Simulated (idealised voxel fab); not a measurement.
voxel ribs on slabs: a process module
Cross-section cut: width 215 nm, square cells of 5 nm.
Cross-section layout: square cells on a grid; listed as bands, top to bottom; a band spans one or more cell rows. Basically the band line says how high the top is and how high the bottom is, in nm, and then what's in it from left to right, every material with its width in nm. Empty space shows up as "empty", and if a single material carries "everywhere" it runs the full band edge to edge. Note: height 0 marks the level under which the wafer is uniformly one material as received. Lowest band unbounded below, written "0..down". The width entry "30..40" should be interpreted row by row: the top row of cells in the band takes the first number, the bottom row takes the second number, and the change between adjacent rows is uniform throughout. Basically "same as before" means that step didn't change any cell in the cross-section. Heads up: "Enclosed void listing" only lists the empty pockets with no open path to the top that are 8 cells or more, and it writes them as width x height at distance, distance from the left edge, in nm. It should be noted that, on the line of a given step, the content following the step's settings is a remark produced by the simulator itself with respect to that step. A step line may carry the setting "overlay nm", which, for steps involving a mask, states the distance by which the mask lay to the right of its intended position; negative values denote displacement to the left.

### This section lists the process steps that were planned
step 1: RECEIVE with material Si
step 2: DIRECTIONAL_DEP with material SiO2, thk nm 25
step 3: DIRECTIONAL_DEP with material SiN, thk nm 25
step 4: MASKED_ETCH with tone cover, mask id RIB, width nm 30, etch materials SiN, depth nm 15, overlay nm 0
step 5: DIRECTIONAL_DEP with material aC, thk nm 15
step 6: PATTERN with tone cover, mask id SLAB, material resist, width nm 60, thk nm 35, overlay nm 0
step 7: DIRECTIONAL_ETCH with etch materials aC, depth nm 15
step 8: STRIP with etch materials resist
step 9: DIRECTIONAL_ETCH with etch materials SiN, depth nm 10
step 10: STRIP with etch materials aC
step 11: FILL_DEP with material SiO2, thk nm 25
step 12: CMP with height nm 70
step 13: DIRECTIONAL_DEP with material W, thk nm 10
step 14: PATTERN with tone cover, mask id HEATER, material resist, width nm 40, thk nm 20, overlay nm 0
step 15: DIRECTIONAL_ETCH with etch materials W, depth nm 10
step 16: STRIP with etch materials resist
step 17: CONFORMAL_DEP with material SiO2, thk nm 5

### Wafer cross-section on receipt, i.e. after step 1
	0..down | Si everywhere
	Enclosed void listing: none

### Here's the cross-section of the first of our two wafers at the end of the module - it ran as planned
	85..80 | 80 empty / 50 SiO2 / 85 empty
	80..75 | 80 empty / 5 SiO2 / 40 W / 5 SiO2 / 85 empty
	75..70 | 85 SiO2 / 40 W / 90 SiO2
	70..50 | SiO2 everywhere
	50..35 | 90 SiO2 / 30 SiN / 95 SiO2
	35..25 | 75 SiO2 / 60 SiN / 80 SiO2
	25..0 | SiO2 everywhere
	0..down | Si everywhere
	Enclosed void listing: none

### Cross-section, second wafer: same start as the first, same plan as the first, one mistake in running it; taken at the end of the module
	95..85 | 70 empty / 70 SiO2 / 75 empty
	85..80 | SiO2 everywhere
	80..70 | 85 SiO2 / 40 W / 90 SiO2
	70..50 | SiO2 everywhere
	50..35 | 90 SiO2 / 30 SiN / 95 SiO2
	35..25 | 75 SiO2 / 60 SiN / 80 SiO2
	25..0 | SiO2 everywhere
	0..down | Si everywhere
	Enclosed void listing: none
Misprocessing identified: step 17 was run on a setting that differed from the plan, and what really ran there is CONFORMAL_DEP with material SiO2, thk nm 15
Counted in cells at the end, the second wafer holds more or fewer of these materials than the first: SiO2: 94 more
